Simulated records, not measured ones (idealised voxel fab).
The process module that follows is named voxel fin reveal.
For reference, the cross-section in this document is cut, with width 295 nm and square cells of 5 nm.
How to read a cross-section here: the picture is a grid of square cells, written as bands going from the top down, and any band can span one or more rows of cells. Look at the band entry: it leads with the top's height and the bottom's height in nm. Then it lists the materials left to right, with a width in nm for each. The word "throughout" on a single material says that material fills the band edge to edge. The word "empty" is empty space. Height reference: 0 = level under which incoming wafer is all one material. Lowest band: no bottom, runs on downward, e.g. "0 and below". The notation "30->40" denotes a width that varies across the rows of cells in the band, beginning at the first number in the top row, finishing at the second number in the bottom row, and changing by an identical amount from each row to the next. Where the words "nothing was modified" appear for a step, the cross-section shows no cell changed by that step; every cell remained as before. Empty spaces counting at least 8 cells and having no open way to the top are listed in "Sealed void list". The notation width x height at distance is used for each, the distance being from the left edge and all three values in nm. Step line, after settings: the simulator's comment on this step. If you see "overlay nm" on a step's line and that step has a mask, it's telling you how far right of where it was planned the mask ended up; a negative number means it went left instead.
**Steps in the process plan**
1. RECEIVE: material Si
2. CONFORMAL_DEP: material SiN, thk nm 10
3. MASKED_ETCH: tone cover, mask id FINS, width nm 15, pitch nm 45, etch materials SiN, depth nm 10, overlay nm 0
4. MASKED_ETCH: tone cover, mask id FINS, width nm 15, pitch nm 45, etch materials Si, depth nm 40, overlay nm 0
5. OXIDIZE: depth nm 5
6. FILL_DEP: material SiO2, thk nm 15
7. CMP: height nm 10
8. SELECTIVE_ETCH: etch materials SiO2, depth nm 25
9. STRIP: etch materials SiN
**Wafer cross-section on receipt, i.e. after step 1**
  0 and below | Si throughout
  Sealed void list: none
**Module complete, cross-section. Starting point and plan per above. One mistake made in running the module**
  0 down to -15 | empty (120) | Si (5) | empty (40) | Si (5) | empty (125)
  -15 down to -50 | SiO2 (120) | Si (5) | SiO2 (40) | Si (5) | SiO2 (125)
  -50 and below | Si throughout
  Sealed void list: none
So what did we get wrong on this run? step 4 did not happen as planned, as run it was MASKED_ETCH: tone cover, mask id FINS, width nm 15, pitch nm 45, etch materials Si, depth nm 45, overlay nm 0
